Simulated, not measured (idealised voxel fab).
process module | voxel fin reveal
cross-section cut | 275 nm wide | cells 5 nm
A cross-section is a grid of square cells, given in bands from the top down. A band is one or more rows of cells.
Each band's line starts with the height of the band's top and of its bottom, in nm. Then come its materials from left to right, each with its width in nm. One material with "throughout" fills the band from edge to edge. "air" is empty space.
Height 0 is the level under which the wafer as received is all one material. The lowest band goes on downwards, as in "0 down".
A width such as "30 to 40" changes by the same amount from each row of cells to the next, from the band's top row to its bottom row.
"no change" after a step means that no cell of the cross-section changed.
closed voids: empty space of 8 cells or more with no open way to the top, each as width x height at its distance from the left edge, in nm
after a step's settings: what the simulator itself notes on the step
overlay nm, on a step with a mask: how far to the right of its planned place the mask lay; to the left if negative
plan
1 op RECEIVE | material Si
2 op CONFORMAL_DEP | material SiN | thk nm 5
3 op PATTERN | tone cover | mask id FINS | material resist | width nm 15 | pitch nm 35 | thk nm 20 | overlay nm 0
4 op DIRECTIONAL_ETCH | etch materials SiN | depth nm 5
5 op DIRECTIONAL_ETCH | etch materials Si | depth nm 40
6 op STRIP | etch materials resist
7 op OXIDIZE | depth nm 5
8 op FILL_DEP | material SiO2 | thk nm 15
9 op CMP | height nm 5
10 op SELECTIVE_ETCH | etch materials SiO2 | depth nm 35
11 op STRIP | etch materials SiN
first wafer, as planned
as received, after step 1
  0 down: Si throughout
  closed voids: none
after step 2
  5 to 0: SiN throughout
  below 0: unchanged
after step 3
  25 to 5: air 110 | resist 15 | air 20 | resist 15 | air 115
  below 5: unchanged
after step 4
  25 to 5: air 110 | resist 15 | air 20 | resist 15 | air 115
  5 to 0: air 110 | SiN 15 | air 20 | SiN 15 | air 115
  below 0: unchanged
after step 5
  25 to 5: air 110 | resist 15 | air 20 | resist 15 | air 115
  5 to 0: air 110 | SiN 15 | air 20 | SiN 15 | air 115
  0 to -40: air 110 | Si 15 | air 20 | Si 15 | air 115
  below -40: unchanged
after step 6
  5 to 0: air 110 | SiN 15 | air 20 | SiN 15 | air 115
  below 0: unchanged
after step 7
  5 to 0: air 110 | SiN 15 | air 20 | SiN 15 | air 115
  0 to -40: air 110 | SiO2 5 | Si 5 | SiO2 5 | air 20 | SiO2 5 | Si 5 | SiO2 5 | air 115
  -40 to -45: SiO2 115 | Si 5 | SiO2 30 | Si 5 | SiO2 120
  below -45: unchanged
after step 8
  20 to 5: SiO2 throughout
  5 to 0: SiO2 110 | SiN 15 | SiO2 20 | SiN 15 | SiO2 115
  0 to -45: SiO2 115 | Si 5 | SiO2 30 | Si 5 | SiO2 120
  below -45: unchanged
after step 9
  5 to 0: SiO2 110 | SiN 15 | SiO2 20 | SiN 15 | SiO2 115
  below 0: unchanged
after step 10
  5 to 0: air 110 | SiN 15 | air 20 | SiN 15 | air 115
  0 to -30: air 115 | Si 5 | air 30 | Si 5 | air 120
  below -30: unchanged
after step 11
  0 to -30: air 115 | Si 5 | air 30 | Si 5 | air 120
  below -30: unchanged
second wafer: like start, like plan, one mistake. Through step 10 it matches the first wafer
when step 11 should have ended: no change
what went wrong: step 11 was left out
at the end the second wafer has, in cells: 6 more of SiN
